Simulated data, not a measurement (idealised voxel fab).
Proc. module: voxel ribs on slabs
Shown is cross-section cut, with a width of 150 nm and square cells of size 5 nm.
Cross-section layout: square cells on a grid; listed as bands, top to bottom; a band spans one or more cell rows. Each band's line starts with the height of the band's top and of its bottom, in nm. Then come its materials from left to right, each with its width in nm. One material with "edge to edge" fills the band from edge to edge. "blank" is empty space. Ref level 0: as-received wafer is one material below here. Bottom band extends down with no lower bound ("top 0, no bottom"). You'd read "30..40" like this: the band's top row of cells is as wide as the first number, its bottom row is as wide as the second, and going down, every row changes width by the same amount as the row before did. It should be understood that the words "no modifications", when stated for a given step, signify that the cross-section underwent no change in any of its cells during that step. Enclosed voids (no open way to top), threshold 8 cells or more, entry "closed voids", notation width x height at distance, distance from left edge, nm. Formally, on a step line, whatever follows the settings is a remark that the simulator itself makes on the step. If you see "overlay nm" on a step's line and that step has a mask, it's telling you how far right of where it was planned the mask ended up; a negative number means it went left instead.
Planned process steps:
| 1 | RECEIVE,material Si |
| 2 | DIRECTIONAL_DEP,material SiO2,thk nm 20 |
| 3 | DIRECTIONAL_DEP,material polySi,thk nm 20 |
| 4 | MASKED_ETCH,tone cover,mask id RIB,width nm 15,etch materials polySi,depth nm 5,overlay nm 0 |
| 5 | DIRECTIONAL_DEP,material aC,thk nm 15 |
| 6 | PATTERN,tone cover,mask id SLAB,material resist,width nm 45,thk nm 30,overlay nm 0 |
| 7 | DIRECTIONAL_ETCH,etch materials aC,depth nm 15 |
| 8 | STRIP,etch materials resist |
| 9 | DIRECTIONAL_ETCH,etch materials polySi,depth nm 15 |
| 10 | STRIP,etch materials aC |
| 11 | FILL_DEP,material SiO2,thk nm 20 |
| 12 | CMP,height nm 50 |
| 13 | DIRECTIONAL_DEP,material TiN,thk nm 10 |
| 14 | PATTERN,tone cover,mask id HEATER,material resist,width nm 25,thk nm 15,overlay nm 0 |
| 15 | DIRECTIONAL_ETCH,etch materials TiN,depth nm 10 |
| 16 | STRIP,etch materials resist |
| 17 | CONFORMAL_DEP,material SiN,thk nm 10 |
Wafer as received: cross-section following step 1:
	top 0, no bottom = Si edge to edge
	closed voids: none
Post-module cross-section of the first of two wafers (run per plan):
	top 70, bottom 60 = blank 50 nm; SiN 45 nm; blank 55 nm
	top 60, bottom 50 = SiN 60 nm; TiN 25 nm; SiN 65 nm
	top 50, bottom 40 = SiO2 edge to edge
	top 40, bottom 35 = SiO2 65 nm; polySi 15 nm; SiO2 70 nm
	top 35, bottom 20 = SiO2 50 nm; polySi 45 nm; SiO2 55 nm
	top 20, bottom 0 = SiO2 edge to edge
	top 0, no bottom = Si edge to edge
	closed voids: none
Second wafer at the end: like start, like plan, one mistake:
	top 70, bottom 60 = blank 50 nm; SiN 45 nm; blank 55 nm
	top 60, bottom 50 = SiN 60 nm; TiN 25 nm; SiN 65 nm
	top 50, bottom 20 = SiO2 edge to edge
	top 20, bottom 0 = polySi edge to edge
	top 0, no bottom = Si edge to edge
	closed voids: none
What was done differently from what was planned? a sequencing error occurred in which plan steps 2 and 3 were transposed
It is noted that, at the conclusion of processing, the second wafer exhibits a higher or lower cell count for certain materials relative to the first: -90 SiO2 | +90 polySi
